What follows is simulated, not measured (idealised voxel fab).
The process module presented herein is designated voxel capacitor over wiring.
Cross-section cut: width 255 nm, square cells of 5 nm.
In this document a cross-section is written as a grid of square cells. It is given as a series of bands, listed from the top down, and a band is one or more rows of cells.
Quick guide to a band line: top height, bottom height (nm) up front; then every material left to right with its width in nm. Only one material and it's marked "throughout"? Then it fills the band edge to edge. And "air" just means empty space.
A quick word on heights: they are counted from 0, and under that level the wafer as it came to us is one material throughout. The lowest band is different from the rest in having no bottom; it simply continues downward, written as in "from 0 down".
Width spec "30..40" -> top row of cells at first value, bottom row at second value, equal per-row change in between.
"all unchanged" for a step: no cell of the cross-section changed in that step.
"closed voids" contains a list of empty spaces, each no smaller than 8 cells and without an open way to the top, written in the form width x height at distance with the distance from the left edge and all three in nm.
Anything after a step's settings on that line? It's the simulator's own note about the step.
For masked steps, "overlay nm" on the step line gives how far right of plan the mask actually lay; a minus sign means it lay to the left.

Process steps (planned)
1. RECEIVE, material Si
2. CONFORMAL_DEP, material SiO2, thk nm 15
3. DIRECTIONAL_DEP, material TiN, thk nm 5
4. DIRECTIONAL_DEP, material W, thk nm 15
5. PATTERN, tone cover, mask id METAL_1, material resist, width nm 20, pitch nm 70, thk nm 15, overlay nm 0
6. DIRECTIONAL_ETCH, etch materials W, depth nm 15
7. DIRECTIONAL_ETCH, etch materials TiN, depth nm 5
8. STRIP, etch materials resist
9. CONFORMAL_DEP, material SiN, thk nm 5
10. FILL_DEP, material lowk, thk nm 10
11. CMP, height nm 35
12. CONFORMAL_DEP, material SiCN, thk nm 5
13. DIRECTIONAL_DEP, material lowk, thk nm 20
14. DIRECTIONAL_DEP, material aC, thk nm 10
15. PATTERN, tone open, mask id PLUG_1, material resist, width nm 15, thk nm 25, overlay nm 0
16. DIRECTIONAL_ETCH, etch materials aC, depth nm 10
17. STRIP, etch materials resist
18. DIRECTIONAL_ETCH, etch materials lowk, depth nm 20
19. DIRECTIONAL_ETCH, etch materials SiCN, depth nm 5
20. STRIP, etch materials aC
21. CONFORMAL_DEP, material TiN, thk nm 5
22. FILL_DEP, material Ru, thk nm 10
23. CMP, height nm 60
24. DIRECTIONAL_DEP, material TiN, thk nm 10
25. DIRECTIONAL_DEP, material SiN, thk nm 5
26. DIRECTIONAL_DEP, material TiN, thk nm 5
27. PATTERN, tone cover, mask id UPPER_PLATE, material resist, width nm 55, thk nm 20, overlay nm 0
28. DIRECTIONAL_ETCH, etch materials TiN, depth nm 5
29. DIRECTIONAL_ETCH, etch materials SiN, depth nm 5
30. STRIP, etch materials resist
31. MASKED_ETCH, tone cover, mask id LOWER_PLATE, width nm 65, etch materials TiN, depth nm 10, overlay nm 0
32. FILL_DEP, material SiO2, thk nm 15
33. CMP, height nm 90
34. DIRECTIONAL_DEP, material aC, thk nm 15
35. PATTERN, tone open, mask id PLUG_2, material resist, width nm 15, thk nm 30, overlay nm 0
36. DIRECTIONAL_ETCH, etch materials aC, depth nm 15
37. STRIP, etch materials resist
38. DIRECTIONAL_ETCH, etch materials SiO2, depth nm 10
39. STRIP, etch materials aC
40. CONFORMAL_DEP, material TiN, thk nm 5
41. FILL_DEP, material Ru, thk nm 5
42. CMP, height nm 90
43. CONFORMAL_DEP, material SiCN, thk nm 5

Run as planned: first of two wafers

Cross-section of the incoming wafer, state after step 1
- from 0 down  Si throughout
- closed voids: none

Cross-section of the wafer subsequent to step 2
- from 15 to 0  SiO2 throughout
- Note: structure below 0 unchanged.

Cross-section of the wafer subsequent to step 3
- from 20 to 15  TiN throughout
- Note: structure below 15 unchanged.

Cross-section of the wafer subsequent to step 4
- from 35 to 20  W throughout
- Note: structure below 20 unchanged.

Cross-section of the wafer subsequent to step 5
- from 50 to 35  air 80 nm / resist 20 nm / air 50 nm / resist 20 nm / air 85 nm
- Note: structure below 35 unchanged.

Cross-section of the wafer subsequent to step 6
- from 50 to 35  air 80 nm / resist 20 nm / air 50 nm / resist 20 nm / air 85 nm
- from 35 to 20  air 80 nm / W 20 nm / air 50 nm / W 20 nm / air 85 nm
- Note: structure below 20 unchanged.

Cross-section of the wafer subsequent to step 7
- from 50 to 35  air 80 nm / resist 20 nm / air 50 nm / resist 20 nm / air 85 nm
- from 35 to 20  air 80 nm / W 20 nm / air 50 nm / W 20 nm / air 85 nm
- from 20 to 15  air 80 nm / TiN 20 nm / air 50 nm / TiN 20 nm / air 85 nm
- Note: structure below 15 unchanged.

Cross-section of the wafer subsequent to step 8
- from 35 to 20  air 80 nm / W 20 nm / air 50 nm / W 20 nm / air 85 nm
- Note: structure below 20 unchanged.

Cross-section of the wafer subsequent to step 9
- from 40 to 35  air 75 nm / SiN 30 nm / air 40 nm / SiN 30 nm / air 80 nm
- from 35 to 20  air 75 nm / SiN 5 nm / W 20 nm / SiN 5 nm / air 40 nm / SiN 5 nm / W 20 nm / SiN 5 nm / air 80 nm
- from 20 to 15  SiN 80 nm / TiN 20 nm / SiN 50 nm / TiN 20 nm / SiN 85 nm
- Note: structure below 15 unchanged.

Cross-section of the wafer subsequent to step 10
- from 50 to 40  lowk throughout
- from 40 to 35  lowk 75 nm / SiN 30 nm / lowk 40 nm / SiN 30 nm / lowk 80 nm
- from 35 to 20  lowk 75 nm / SiN 5 nm / W 20 nm / SiN 5 nm / lowk 40 nm / SiN 5 nm / W 20 nm / SiN 5 nm / lowk 80 nm
- Note: structure below 20 unchanged.

Cross-section of the wafer subsequent to step 11
- from 35 to 20  lowk 75 nm / SiN 5 nm / W 20 nm / SiN 5 nm / lowk 40 nm / SiN 5 nm / W 20 nm / SiN 5 nm / lowk 80 nm
- Note: structure below 20 unchanged.

Cross-section of the wafer subsequent to step 12
- from 40 to 35  SiCN throughout
- Note: structure below 35 unchanged.

Cross-section of the wafer subsequent to step 13
- from 60 to 40  lowk throughout
- Note: structure below 40 unchanged.

Cross-section of the wafer subsequent to step 14
- from 70 to 60  aC throughout
- Note: structure below 60 unchanged.

Cross-section of the wafer subsequent to step 15
- from 95 to 70  resist 85 nm / air 15 nm / resist 155 nm
- Note: structure below 70 unchanged.

Cross-section of the wafer subsequent to step 16
- from 85 to 70  resist 85 nm / air 15 nm / resist 155 nm
- from 70 to 60  aC 85 nm / air 15 nm / aC 155 nm
- Note: structure below 60 unchanged.

Cross-section of the wafer subsequent to step 17
- from 70 to 60  aC 85 nm / air 15 nm / aC 155 nm
- Note: structure below 60 unchanged.

Cross-section of the wafer subsequent to step 18
- from 70 to 60  aC 85 nm / air 15 nm / aC 155 nm
- from 60 to 40  lowk 85 nm / air 15 nm / lowk 155 nm
- Note: structure below 40 unchanged.

Cross-section of the wafer subsequent to step 19
- from 70 to 60  aC 85 nm / air 15 nm / aC 155 nm
- from 60 to 40  lowk 85 nm / air 15 nm / lowk 155 nm
- from 40 to 35  SiCN 85 nm / air 15 nm / SiCN 155 nm
- Note: structure below 35 unchanged.

Cross-section of the wafer subsequent to step 20
- from 60 to 40  lowk 85 nm / air 15 nm / lowk 155 nm
- Note: structure below 40 unchanged.

Cross-section of the wafer subsequent to step 21
- from 65 to 60  TiN 90 nm / air 5 nm / TiN 160 nm
- from 60 to 40  lowk 85 nm / TiN 5 nm / air 5 nm / TiN 5 nm / lowk 155 nm
- from 40 to 35  SiCN 85 nm / TiN 15 nm / SiCN 155 nm
- Note: structure below 35 unchanged.

Cross-section of the wafer subsequent to step 22
- from 75 to 65  Ru throughout
- from 65 to 60  TiN 90 nm / Ru 5 nm / TiN 160 nm
- from 60 to 40  lowk 85 nm / TiN 5 nm / Ru 5 nm / TiN 5 nm / lowk 155 nm
- Note: structure below 40 unchanged.

Cross-section of the wafer subsequent to step 23
- from 60 to 40  lowk 85 nm / TiN 5 nm / Ru 5 nm / TiN 5 nm / lowk 155 nm
- Note: structure below 40 unchanged.

Cross-section of the wafer subsequent to step 24
- from 70 to 60  TiN throughout
- Note: structure below 60 unchanged.

Cross-section of the wafer subsequent to step 25
- from 75 to 70  SiN throughout
- Note: structure below 70 unchanged.

Cross-section of the wafer subsequent to step 26
- from 80 to 75  TiN throughout
- Note: structure below 75 unchanged.

Cross-section of the wafer subsequent to step 27
- from 100 to 80  air 85 nm / resist 55 nm / air 115 nm
- Note: structure below 80 unchanged.

Cross-section of the wafer subsequent to step 28
- from 100 to 80  air 85 nm / resist 55 nm / air 115 nm
- from 80 to 75  air 85 nm / TiN 55 nm / air 115 nm
- Note: structure below 75 unchanged.

Cross-section of the wafer subsequent to step 29
- from 100 to 80  air 85 nm / resist 55 nm / air 115 nm
- from 80 to 75  air 85 nm / TiN 55 nm / air 115 nm
- from 75 to 70  air 85 nm / SiN 55 nm / air 115 nm
- Note: structure below 70 unchanged.

Cross-section of the wafer subsequent to step 30
- from 80 to 75  air 85 nm / TiN 55 nm / air 115 nm
- Note: structure below 75 unchanged.

Cross-section of the wafer subsequent to step 31
- from 80 to 75  air 85 nm / TiN 55 nm / air 115 nm
- from 75 to 70  air 85 nm / SiN 55 nm / air 115 nm
- from 70 to 60  air 80 nm / TiN 65 nm / air 110 nm
- Note: structure below 60 unchanged.

Cross-section of the wafer subsequent to step 32
- from 95 to 80  SiO2 throughout
- from 80 to 75  SiO2 85 nm / TiN 55 nm / SiO2 115 nm
- from 75 to 70  SiO2 85 nm / SiN 55 nm / SiO2 115 nm
- from 70 to 60  SiO2 80 nm / TiN 65 nm / SiO2 110 nm
- Note: structure below 60 unchanged.

Cross-section of the wafer subsequent to step 33
- from 90 to 80  SiO2 throughout
- Note: structure below 80 unchanged.

Cross-section of the wafer subsequent to step 34
- from 105 to 90  aC throughout
- Note: structure below 90 unchanged.

Cross-section of the wafer subsequent to step 35
- from 135 to 105  resist 95 nm / air 15 nm / resist 145 nm
- Note: structure below 105 unchanged.

Cross-section of the wafer subsequent to step 36
- from 120 to 105  resist 95 nm / air 15 nm / resist 145 nm
- from 105 to 90  aC 95 nm / air 15 nm / aC 145 nm
- Note: structure below 90 unchanged.

Cross-section of the wafer subsequent to step 37
- from 105 to 90  aC 95 nm / air 15 nm / aC 145 nm
- Note: structure below 90 unchanged.

Cross-section of the wafer subsequent to step 38
- from 105 to 90  aC 95 nm / air 15 nm / aC 145 nm
- from 90 to 80  SiO2 95 nm / air 15 nm / SiO2 145 nm
- Note: structure below 80 unchanged.

Cross-section of the wafer subsequent to step 39
- from 90 to 80  SiO2 95 nm / air 15 nm / SiO2 145 nm
- Note: structure below 80 unchanged.

Cross-section of the wafer subsequent to step 40
- from 95 to 90  TiN 100 nm / air 5 nm / TiN 150 nm
- from 90 to 85  SiO2 95 nm / TiN 5 nm / air 5 nm / TiN 5 nm / SiO2 145 nm
- from 85 to 75  SiO2 95..85 nm / TiN 15..55 nm / SiO2 145..115 nm
- Note: structure below 75 unchanged.

Cross-section of the wafer subsequent to step 41
- from 100 to 95  Ru throughout
- from 95 to 90  TiN 100 nm / Ru 5 nm / TiN 150 nm
- from 90 to 85  SiO2 95 nm / TiN 5 nm / Ru 5 nm / TiN 5 nm / SiO2 145 nm
- Note: structure below 85 unchanged.

Cross-section of the wafer subsequent to step 42
- from 90 to 85  SiO2 95 nm / TiN 5 nm / Ru 5 nm / TiN 5 nm / SiO2 145 nm
- Note: structure below 85 unchanged.

Cross-section of the wafer subsequent to step 43
- from 95 to 90  SiCN throughout
- Note: structure below 90 unchanged.

Notes, second wafer: start = first wafer's, plan = first wafer's, execution had one mistake; history identical to first through step 10

when step 11 should have ended: all unchanged

When step 12 should have ended
- from 55 to 50  SiCN throughout
- Note: structure below 50 unchanged.

When step 13 should have ended
- from 75 to 55  lowk throughout
- Note: structure below 55 unchanged.

When step 14 should have ended
- from 85 to 75  aC throughout
- Note: structure below 75 unchanged.

When step 15 should have ended
- from 110 to 85  resist 85 nm / air 15 nm / resist 155 nm
- Note: structure below 85 unchanged.

When step 16 should have ended
- from 100 to 85  resist 85 nm / air 15 nm / resist 155 nm
- from 85 to 75  aC 85 nm / air 15 nm / aC 155 nm
- Note: structure below 75 unchanged.

When step 17 should have ended
- from 85 to 75  aC 85 nm / air 15 nm / aC 155 nm
- Note: structure below 75 unchanged.

When step 18 should have ended
- from 85 to 75  aC 85 nm / air 15 nm / aC 155 nm
- from 75 to 55  lowk 85 nm / air 15 nm / lowk 155 nm
- Note: structure below 55 unchanged.

When step 19 should have ended
- from 85 to 75  aC 85 nm / air 15 nm / aC 155 nm
- from 75 to 55  lowk 85 nm / air 15 nm / lowk 155 nm
- from 55 to 50  SiCN 85 nm / air 15 nm / SiCN 155 nm
- Note: structure below 50 unchanged.

When step 20 should have ended
- from 75 to 55  lowk 85 nm / air 15 nm / lowk 155 nm
- Note: structure below 55 unchanged.

When step 21 should have ended
- from 80 to 75  TiN 90 nm / air 5 nm / TiN 160 nm
- from 75 to 55  lowk 85 nm / TiN 5 nm / air 5 nm / TiN 5 nm / lowk 155 nm
- from 55 to 50  SiCN 85 nm / TiN 15 nm / SiCN 155 nm
- Note: structure below 50 unchanged.

When step 22 should have ended
- from 90 to 80  Ru throughout
- from 80 to 75  TiN 90 nm / Ru 5 nm / TiN 160 nm
- from 75 to 55  lowk 85 nm / TiN 5 nm / Ru 5 nm / TiN 5 nm / lowk 155 nm
- Note: structure below 55 unchanged.

When step 23 should have ended
- from 60 to 55  lowk 85 nm / TiN 5 nm / Ru 5 nm / TiN 5 nm / lowk 155 nm
- Note: structure below 55 unchanged.

When step 24 should have ended
- from 70 to 60  TiN throughout
- Note: structure below 60 unchanged.

When step 25 should have ended
- from 75 to 70  SiN throughout
- Note: structure below 70 unchanged.

When step 26 should have ended
- from 80 to 75  TiN throughout
- Note: structure below 75 unchanged.

When step 27 should have ended
- from 100 to 80  air 85 nm / resist 55 nm / air 115 nm
- Note: structure below 80 unchanged.

When step 28 should have ended
- from 100 to 80  air 85 nm / resist 55 nm / air 115 nm
- from 80 to 75  air 85 nm / TiN 55 nm / air 115 nm
- Note: structure below 75 unchanged.

When step 29 should have ended
- from 100 to 80  air 85 nm / resist 55 nm / air 115 nm
- from 80 to 75  air 85 nm / TiN 55 nm / air 115 nm
- from 75 to 70  air 85 nm / SiN 55 nm / air 115 nm
- Note: structure below 70 unchanged.

When step 30 should have ended
- from 80 to 75  air 85 nm / TiN 55 nm / air 115 nm
- Note: structure below 75 unchanged.

When step 31 should have ended
- from 80 to 75  air 85 nm / TiN 55 nm / air 115 nm
- from 75 to 70  air 85 nm / SiN 55 nm / air 115 nm
- from 70 to 60  air 80 nm / TiN 65 nm / air 110 nm
- Note: structure below 60 unchanged.

When step 32 should have ended
- from 95 to 80  SiO2 throughout
- from 80 to 75  SiO2 85 nm / TiN 55 nm / SiO2 115 nm
- from 75 to 70  SiO2 85 nm / SiN 55 nm / SiO2 115 nm
- from 70 to 60  SiO2 80 nm / TiN 65 nm / SiO2 110 nm
- Note: structure below 60 unchanged.

When step 33 should have ended
- from 90 to 80  SiO2 throughout
- Note: structure below 80 unchanged.

When step 34 should have ended
- from 105 to 90  aC throughout
- Note: structure below 90 unchanged.

When step 35 should have ended
- from 135 to 105  resist 95 nm / air 15 nm / resist 145 nm
- Note: structure below 105 unchanged.

When step 36 should have ended
- from 120 to 105  resist 95 nm / air 15 nm / resist 145 nm
- from 105 to 90  aC 95 nm / air 15 nm / aC 145 nm
- Note: structure below 90 unchanged.

When step 37 should have ended
- from 105 to 90  aC 95 nm / air 15 nm / aC 145 nm
- Note: structure below 90 unchanged.

When step 38 should have ended
- from 105 to 90  aC 95 nm / air 15 nm / aC 145 nm
- from 90 to 80  SiO2 95 nm / air 15 nm / SiO2 145 nm
- Note: structure below 80 unchanged.

When step 39 should have ended
- from 90 to 80  SiO2 95 nm / air 15 nm / SiO2 145 nm
- Note: structure below 80 unchanged.

When step 40 should have ended
- from 95 to 90  TiN 100 nm / air 5 nm / TiN 150 nm
- from 90 to 85  SiO2 95 nm / TiN 5 nm / air 5 nm / TiN 5 nm / SiO2 145 nm
- from 85 to 75  SiO2 95..85 nm / TiN 15..55 nm / SiO2 145..115 nm
- Note: structure below 75 unchanged.

When step 41 should have ended
- from 100 to 95  Ru throughout
- from 95 to 90  TiN 100 nm / Ru 5 nm / TiN 150 nm
- from 90 to 85  SiO2 95 nm / TiN 5 nm / Ru 5 nm / TiN 5 nm / SiO2 145 nm
- Note: structure below 85 unchanged.

When step 42 should have ended
- from 90 to 85  SiO2 95 nm / TiN 5 nm / Ru 5 nm / TiN 5 nm / SiO2 145 nm
- Note: structure below 85 unchanged.

When step 43 should have ended
- from 95 to 90  SiCN throughout
- Note: structure below 90 unchanged.
Here's what went sideways: step 11 of the plan was omitted and not executed
Final wafer comparison in cells, second versus first, more or fewer per material: 3 fewer of Ru; 12 more of SiN; 6 fewer of TiN; 3 fewer of lowk
